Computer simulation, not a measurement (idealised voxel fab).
Process module under the name voxel gate over fins
FYI the section here is cut, 160 nm wide, cells are 5 nm squares.
If you're reading a cross-section in this doc, picture square cells in a grid; it comes to you as bands, top ones listed first down to the bottom, and a band can be one or more rows of cells.
Look at the band entry: it leads with the top's height and the bottom's height in nm. Then it lists the materials left to right, with a width in nm for each. The word "all across" on a single material says that material fills the band edge to edge. The word "blank" is empty space.
Heights are measured from 0, the level below which the as-received wafer is all one material; the lowest band has no bottom and continues downward, written as in "0..down".
Think of "30 to 40" as a width that walks from the first number to the second as you go down the band, top row to bottom row, taking equal-sized steps from row to row.
The designation "all unchanged", where it is given for a processing step, indicates that no cell of the cross-section was altered in the course of that step.
Empty spaces without an open route to the top, at least 8 cells in extent, make up the entry "Enclosed void listing"; each is given as width x height at distance, where the distance is measured from the left edge, and all are in nm.
On each step's line, the part that comes after the settings is the simulator's own comment on the step.
overlay nm: where the mask lay relative to plan, measured to the right, on steps with a mask; negatives go left.

Process steps (planned)
| 1 | RECEIVE (material Si) |
| 2 | CONFORMAL_DEP (material SiN; thk nm 5) |
| 3 | MASKED_ETCH (tone cover; mask id FINS; width nm 15; pitch nm 55; etch materials SiN; depth nm 5; overlay nm 0) |
| 4 | MASKED_ETCH (tone cover; mask id FINS; width nm 15; pitch nm 55; etch materials Si; depth nm 35; overlay nm 0) |
| 5 | OXIDIZE (depth nm 5) |
| 6 | FILL_DEP (material SiO2; thk nm 5) |
| 7 | CMP (height nm 5) |
| 8 | PATTERN (tone open; mask id RAIL; material resist; width nm 15; thk nm 15; overlay nm -15) |
| 9 | DIRECTIONAL_ETCH (etch materials SiO2; depth nm 35) |
| 10 | STRIP (etch materials resist) |
| 11 | CONFORMAL_DEP (material TiN; thk nm 5) |
| 12 | FILL_DEP (material W; thk nm 10) |
| 13 | CMP (height nm 5) |
| 14 | SELECTIVE_ETCH (etch materials W Ru TiN; depth nm 25) |
| 15 | FILL_DEP (material SiO2; thk nm 5) |
| 16 | CMP (height nm 5) |
| 17 | SELECTIVE_ETCH (etch materials SiO2; depth nm 20) |
| 18 | STRIP (etch materials SiN) |
| 19 | CONFORMAL_DEP (material HfO2; thk nm 5) |
| 20 | CONFORMAL_DEP (material TiN; thk nm 5) |
| 21 | CONFORMAL_DEP (material TiAl; thk nm 5) |
| 22 | CONFORMAL_DEP (material TiN; thk nm 5) |
| 23 | FILL_DEP (material W; thk nm 15) |
| 24 | CMP (height nm 30) |
| 25 | CONFORMAL_DEP (material SiN; thk nm 10) |
Heads up: all these wafers start the same, and what changes between them is the overlay nm in step 8. The value you see in the plan is just what the first wafer got.

Here's the first of the wafers in cross-section, just as we got it, i.e. after step 1
0..down  Si all across
Enclosed void listing: none

The following table contains a row per wafer, in which are reported, at the conclusion of the module, the cells of each material gained (+) or lost (-) since the wafer's receipt, with its closed voids given thereafter
overlay nm -15; +50 HfO2; -232 Si; +64 SiN; +141 SiO2; +50 TiAl; +104 TiN; +79 W; Enclosed void listing: none
overlay nm -10; +50 HfO2; -232 Si; +64 SiN; +139 SiO2; +50 TiAl; +105 TiN; +80 W; Enclosed void listing: none
overlay nm -5; +50 HfO2; -232 Si; +64 SiN; +139 SiO2; +50 TiAl; +105 TiN; +80 W; Enclosed void listing: none
overlay nm 0; +50 HfO2; -232 Si; +64 SiN; +139 SiO2; +50 TiAl; +105 TiN; +80 W; Enclosed void listing: none
overlay nm 5; +50 HfO2; -232 Si; +64 SiN; +139 SiO2; +50 TiAl; +105 TiN; +80 W; Enclosed void listing: none
overlay nm 10; +50 HfO2; -232 Si; +64 SiN; +139 SiO2; +50 TiAl; +105 TiN; +80 W; Enclosed void listing: none
overlay nm 15; +50 HfO2; -232 Si; +64 SiN; +139 SiO2; +50 TiAl; +105 TiN; +80 W; Enclosed void listing: none
